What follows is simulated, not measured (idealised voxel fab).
Process module in this document: voxel released beams
Each square cell in cross-section cut measures 5 nm, and the section as a whole is 175 nm wide.
Heads up, the way a cross-section reads in here is a grid of square cells, handed over as bands from the top down, with every band being one or more rows of cells. Read a band's entry like this: the first values are the height of its top and the height of its bottom in nm, and what follows is the sequence of materials from left to right, each with its width in nm. Note that "air" is empty space, and that a single material marked "all across" reaches across the band from edge to edge. Below 0: as-received wafer, all one material; heights counted from there. Lowest band: no bottom, goes on down, written "0..down". Note: "30 to 40" means the width goes from the first number (top row of the band) to the second number (bottom row) in equal steps per row of cells. "nothing changed", as given for a step, is the statement that not any cell of the cross-section underwent a change during that step. "Sealed cavities" enumerates empty spaces isolated from the top, with no open way to it, that contain at least 8 cells, giving each as width x height at distance from the left edge, all three in nm. If you see something after the settings on a step's line, that's the simulator's own remark about that step. overlay nm: step with mask; distance mask lay right of planned place; negative value = left of planned place.
Here's what the planned process steps look like:
1. RECEIVE, material Si
2. CONFORMAL_DEP, material SiN, thk nm 10
3. DIRECTIONAL_DEP, material SiO2, thk nm 15
4. PATTERN, tone open, mask id ANCHOR, material resist, width nm 45, thk nm 20, overlay nm 0
5. DIRECTIONAL_ETCH, etch materials SiO2, depth nm 15
6. STRIP, etch materials resist
7. CONFORMAL_DEP, material W, thk nm 15
8. MASKED_ETCH, tone cover, mask id BEAM, width nm 110, etch materials W, depth nm 15, overlay nm -15
9. STRIP, etch materials SiO2
The plan shows the overlay nm of step 8 as the first wafer had it; this setting differs between the wafers, which start out alike.
So this is the first of several wafers, cross-sectioned as it came to us, meaning it's at the end of step 1:
* 0..down  Si all across
* Sealed cavities: none
What follows is a table in which each wafer occupies a row; for the wafer as it stands at the close of the module, the row states, material by material, how many cells have been gained (+) or lost (-) since receipt, and then gives its closed voids:
overlay nm -15, +70 SiN, +84 W, Sealed cavities: none
overlay nm -10, +70 SiN, +84 W, Sealed cavities: none
overlay nm -5, +70 SiN, +84 W, Sealed cavities: none
overlay nm 0, +70 SiN, +84 W, Sealed cavities: none
overlay nm 5, +70 SiN, +84 W, Sealed cavities: none
overlay nm 10, +70 SiN, +84 W, Sealed cavities: none
overlay nm 15, +70 SiN, +84 W, Sealed cavities: none
